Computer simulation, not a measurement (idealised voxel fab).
This is a process module. Its name is voxel gate over fins.
FYI the section here is cut, 250 nm wide, cells are 5 nm squares.
Notation: cross-section as square-cell grid; stated in bands, top first, going down; one or more cell rows per band. It is stipulated that each band's entry specify, in nanometres, the height of the top of the band and then that of its bottom, followed by the materials of the band in left-to-right sequence, each together with its width in nanometres. A single material marked by the word "edge to edge" is understood to fill the band from edge to edge; the word "air" is understood to denote empty space. The level at which height equals 0 is the one under which the wafer, as it arrives, is entirely one material. No lower edge exists for the bottom band, which continues downward and is notated as in "top 0, no bottom". The notation "30..40" denotes a width that varies across the rows of cells in the band, beginning at the first number in the top row, finishing at the second number in the bottom row, and changing by an identical amount from each row to the next. "left unchanged" (step): cross-section cells unchanged, all of them. Listed in "Sealed voids": every empty space of 8 or more cells without an open way to the top. Form: width x height at distance, the distance being from the left edge, all in nm. Heads up: the bit after the settings on a step's line is the simulator's remark on that step. If you see "overlay nm" on a step's line and that step has a mask, it's telling you how far right of where it was planned the mask ended up; a negative number means it went left instead.
Planned process steps
step 1: RECEIVE (material Si)
step 2: CONFORMAL_DEP (material SiN; thk nm 5)
step 3: PATTERN (tone cover; mask id FINS; material resist; width nm 15; pitch nm 40; thk nm 15; overlay nm 0)
step 4: DIRECTIONAL_ETCH (etch materials SiN; depth nm 5)
step 5: DIRECTIONAL_ETCH (etch materials Si; depth nm 35)
step 6: STRIP (etch materials resist)
step 7: FILL_DEP (material SiO2; thk nm 15)
step 8: CMP (height nm 5)
step 9: SELECTIVE_ETCH (etch materials SiO2; depth nm 15)
step 10: STRIP (etch materials SiN)
step 11: CONFORMAL_DEP (material HfO2; thk nm 5)
step 12: CONFORMAL_DEP (material TiN; thk nm 5)
step 13: CONFORMAL_DEP (material TiAl; thk nm 5)
step 14: CONFORMAL_DEP (material TiN; thk nm 5)
step 15: FILL_DEP (material W; thk nm 10)
step 16: CMP (height nm 25)
step 17: CONFORMAL_DEP (material SiN; thk nm 10)
The first of the two wafers, which ran as planned
Here's what the wafer looked like in cross-section when it arrived - that's after step 1
    top 0, no bottom | Si edge to edge
    Sealed voids: none
Step 2 done - wafer cross-section
    top 5, bottom 0 | SiN edge to edge
    Heights below 0 show no change.
Step 3 done - wafer cross-section
    top 20, bottom 5 | air (55); resist (15); air (25); resist (15); air (25); resist (15); air (25); resist (15); air (60)
    Heights below 5 show no change.
Step 4 done - wafer cross-section
    top 20, bottom 5 | air (55); resist (15); air (25); resist (15); air (25); resist (15); air (25); resist (15); air (60)
    top 5, bottom 0 | air (55); SiN (15); air (25); SiN (15); air (25); SiN (15); air (25); SiN (15); air (60)
    Heights below 0 show no change.
Step 5 done - wafer cross-section
    top 20, bottom 5 | air (55); resist (15); air (25); resist (15); air (25); resist (15); air (25); resist (15); air (60)
    top 5, bottom 0 | air (55); SiN (15); air (25); SiN (15); air (25); SiN (15); air (25); SiN (15); air (60)
    top 0, bottom -35 | air (55); Si (15); air (25); Si (15); air (25); Si (15); air (25); Si (15); air (60)
    Heights below -35 show no change.
Step 6 done - wafer cross-section
    top 5, bottom 0 | air (55); SiN (15); air (25); SiN (15); air (25); SiN (15); air (25); SiN (15); air (60)
    Heights below 0 show no change.
Step 7 done - wafer cross-section
    top 20, bottom 5 | SiO2 edge to edge
    top 5, bottom 0 | SiO2 (55); SiN (15); SiO2 (25); SiN (15); SiO2 (25); SiN (15); SiO2 (25); SiN (15); SiO2 (60)
    top 0, bottom -35 | SiO2 (55); Si (15); SiO2 (25); Si (15); SiO2 (25); Si (15); SiO2 (25); Si (15); SiO2 (60)
    Heights below -35 show no change.
Step 8 done - wafer cross-section
    top 5, bottom 0 | SiO2 (55); SiN (15); SiO2 (25); SiN (15); SiO2 (25); SiN (15); SiO2 (25); SiN (15); SiO2 (60)
    Heights below 0 show no change.
Step 9 done - wafer cross-section
    top 5, bottom 0 | air (55); SiN (15); air (25); SiN (15); air (25); SiN (15); air (25); SiN (15); air (60)
    top 0, bottom -10 | air (55); Si (15); air (25); Si (15); air (25); Si (15); air (25); Si (15); air (60)
    Heights below -10 show no change.
Step 10 done - wafer cross-section
    top 0, bottom -10 | air (55); Si (15); air (25); Si (15); air (25); Si (15); air (25); Si (15); air (60)
    Heights below -10 show no change.
Step 11 done - wafer cross-section
    top 5, bottom 0 | air (50); HfO2 (25); air (15); HfO2 (25); air (15); HfO2 (25); air (15); HfO2 (25); air (55)
    top 0, bottom -5 | air (50); HfO2 (5); Si (15); HfO2 (5); air (15); HfO2 (5); Si (15); HfO2 (5); air (15); HfO2 (5); Si (15); HfO2 (5); air (15); HfO2 (5); Si (15); HfO2 (5); air (55)
    top -5, bottom -10 | HfO2 (55); Si (15); HfO2 (25); Si (15); HfO2 (25); Si (15); HfO2 (25); Si (15); HfO2 (60)
    Heights below -10 show no change.
Step 12 done - wafer cross-section
    top 10, bottom 5 | air (45); TiN (35); air (5); TiN (35); air (5); TiN (35); air (5); TiN (35); air (50)
    top 5, bottom 0 | air (45); TiN (5); HfO2 (25); TiN (5); air (5); TiN (5); HfO2 (25); TiN (5); air (5); TiN (5); HfO2 (25); TiN (5); air (5); TiN (5); HfO2 (25); TiN (5); air (50)
    top 0, bottom -5 | TiN (50); HfO2 (5); Si (15); HfO2 (5); TiN (15); HfO2 (5); Si (15); HfO2 (5); TiN (15); HfO2 (5); Si (15); HfO2 (5); TiN (15); HfO2 (5); Si (15); HfO2 (5); TiN (55)
    Heights below -5 show no change.
Step 13 done - wafer cross-section
    top 15, bottom 10 | air (40); TiAl (165); air (45)
    top 10, bottom 5 | air (40); TiAl (5); TiN (35); TiAl (5); TiN (35); TiAl (5); TiN (35); TiAl (5); TiN (35); TiAl (5); air (45)
    top 5, bottom 0 | TiAl (45); TiN (5); HfO2 (25); TiN (5); TiAl (5); TiN (5); HfO2 (25); TiN (5); TiAl (5); TiN (5); HfO2 (25); TiN (5); TiAl (5); TiN (5); HfO2 (25); TiN (5); TiAl (50)
    Heights below 0 show no change.
Step 14 done - wafer cross-section
    top 20, bottom 15 | air (35); TiN (175); air (40)
    top 15, bottom 10 | air (35); TiN (5); TiAl (165); TiN (5); air (40)
    top 10, bottom 5 | TiN (40); TiAl (5); TiN (35); TiAl (5); TiN (35); TiAl (5); TiN (35); TiAl (5); TiN (35); TiAl (5); TiN (45)
    Heights below 5 show no change.
Step 15 done - wafer cross-section
    top 30, bottom 20 | W edge to edge
    top 20, bottom 15 | W (35); TiN (175); W (40)
    top 15, bottom 10 | W (35); TiN (5); TiAl (165); TiN (5); W (40)
    Heights below 10 show no change.
Step 16 done - wafer cross-section
    top 25, bottom 20 | W edge to edge
    Heights below 20 show no change.
Step 17 done - wafer cross-section
    top 35, bottom 25 | SiN edge to edge
    Heights below 25 show no change.
Second of two: same start, same plan, one run error; steps up to and including 2 match the first
Second wafer profile in section, at the moment step 3 of the plan was meant to be complete
    top 20, bottom 5 | resist (55); air (15); resist (25); air (15); resist (25); air (15); resist (25); air (15); resist (60)
    Heights below 5 show no change.
Second wafer profile in section, at the moment step 4 of the plan was meant to be complete
    top 20, bottom 5 | resist (55); air (15); resist (25); air (15); resist (25); air (15); resist (25); air (15); resist (60)
    top 5, bottom 0 | SiN (55); air (15); SiN (25); air (15); SiN (25); air (15); SiN (25); air (15); SiN (60)
    Heights below 0 show no change.
Second wafer profile in section, at the moment step 5 of the plan was meant to be complete
    top 20, bottom 5 | resist (55); air (15); resist (25); air (15); resist (25); air (15); resist (25); air (15); resist (60)
    top 5, bottom 0 | SiN (55); air (15); SiN (25); air (15); SiN (25); air (15); SiN (25); air (15); SiN (60)
    top 0, bottom -35 | Si (55); air (15); Si (25); air (15); Si (25); air (15); Si (25); air (15); Si (60)
    Heights below -35 show no change.
Second wafer profile in section, at the moment step 6 of the plan was meant to be complete
    top 5, bottom 0 | SiN (55); air (15); SiN (25); air (15); SiN (25); air (15); SiN (25); air (15); SiN (60)
    Heights below 0 show no change.
Second wafer profile in section, at the moment step 7 of the plan was meant to be complete
    top 20, bottom 5 | SiO2 edge to edge
    top 5, bottom 0 | SiN (55); SiO2 (15); SiN (25); SiO2 (15); SiN (25); SiO2 (15); SiN (25); SiO2 (15); SiN (60)
    top 0, bottom -35 | Si (55); SiO2 (15); Si (25); SiO2 (15); Si (25); SiO2 (15); Si (25); SiO2 (15); Si (60)
    Heights below -35 show no change.
Second wafer profile in section, at the moment step 8 of the plan was meant to be complete
    top 5, bottom 0 | SiN (55); SiO2 (15); SiN (25); SiO2 (15); SiN (25); SiO2 (15); SiN (25); SiO2 (15); SiN (60)
    Heights below 0 show no change.
Second wafer profile in section, at the moment step 9 of the plan was meant to be complete
    top 5, bottom 0 | SiN (55); air (15); SiN (25); air (15); SiN (25); air (15); SiN (25); air (15); SiN (60)
    top 0, bottom -10 | Si (55); air (15); Si (25); air (15); Si (25); air (15); Si (25); air (15); Si (60)
    Heights below -10 show no change.
Second wafer profile in section, at the moment step 10 of the plan was meant to be complete
    top 0, bottom -10 | Si (55); air (15); Si (25); air (15); Si (25); air (15); Si (25); air (15); Si (60)
    Heights below -10 show no change.
Second wafer profile in section, at the moment step 11 of the plan was meant to be complete
    top 5, bottom 0 | HfO2 (60); air (5); HfO2 (35); air (5); HfO2 (35); air (5); HfO2 (35); air (5); HfO2 (65)
    top 0, bottom -5 | Si (55); HfO2 (5); air (5); HfO2 (5); Si (25); HfO2 (5); air (5); HfO2 (5); Si (25); HfO2 (5); air (5); HfO2 (5); Si (25); HfO2 (5); air (5); HfO2 (5); Si (60)
    top -5, bottom -10 | Si (55); HfO2 (15); Si (25); HfO2 (15); Si (25); HfO2 (15); Si (25); HfO2 (15); Si (60)
    Heights below -10 show no change.
Second wafer profile in section, at the moment step 12 of the plan was meant to be complete
    top 10, bottom 5 | TiN edge to edge
    top 5, bottom 0 | HfO2 (60); TiN (5); HfO2 (35); TiN (5); HfO2 (35); TiN (5); HfO2 (35); TiN (5); HfO2 (65)
    top 0, bottom -5 | Si (55); HfO2 (5); TiN (5); HfO2 (5); Si (25); HfO2 (5); TiN (5); HfO2 (5); Si (25); HfO2 (5); TiN (5); HfO2 (5); Si (25); HfO2 (5); TiN (5); HfO2 (5); Si (60)
    Heights below -5 show no change.
Second wafer profile in section, at the moment step 13 of the plan was meant to be complete
    top 15, bottom 10 | TiAl edge to edge
    Heights below 10 show no change.
Second wafer profile in section, at the moment step 14 of the plan was meant to be complete
    top 20, bottom 15 | TiN edge to edge
    Heights below 15 show no change.
Second wafer profile in section, at the moment step 15 of the plan was meant to be complete
    top 30, bottom 20 | W edge to edge
    Heights below 20 show no change.
Second wafer profile in section, at the moment step 16 of the plan was meant to be complete
    top 25, bottom 20 | W edge to edge
    Heights below 20 show no change.
Second wafer profile in section, at the moment step 17 of the plan was meant to be complete
    top 35, bottom 25 | SiN edge to edge
    Heights below 25 show no change.
Want to know what went wrong? contrary to plan, step 3 was performed as PATTERN (tone open; mask id FINS; material resist; width nm 15; pitch nm 40; thk nm 15; overlay nm 0)
The closing comparison, in cells, has the second wafer with more or fewer of some materials than the first: 182 more of Si; 130 fewer of SiO2; 10 fewer of TiAl; 12 fewer of TiN; 30 fewer of W
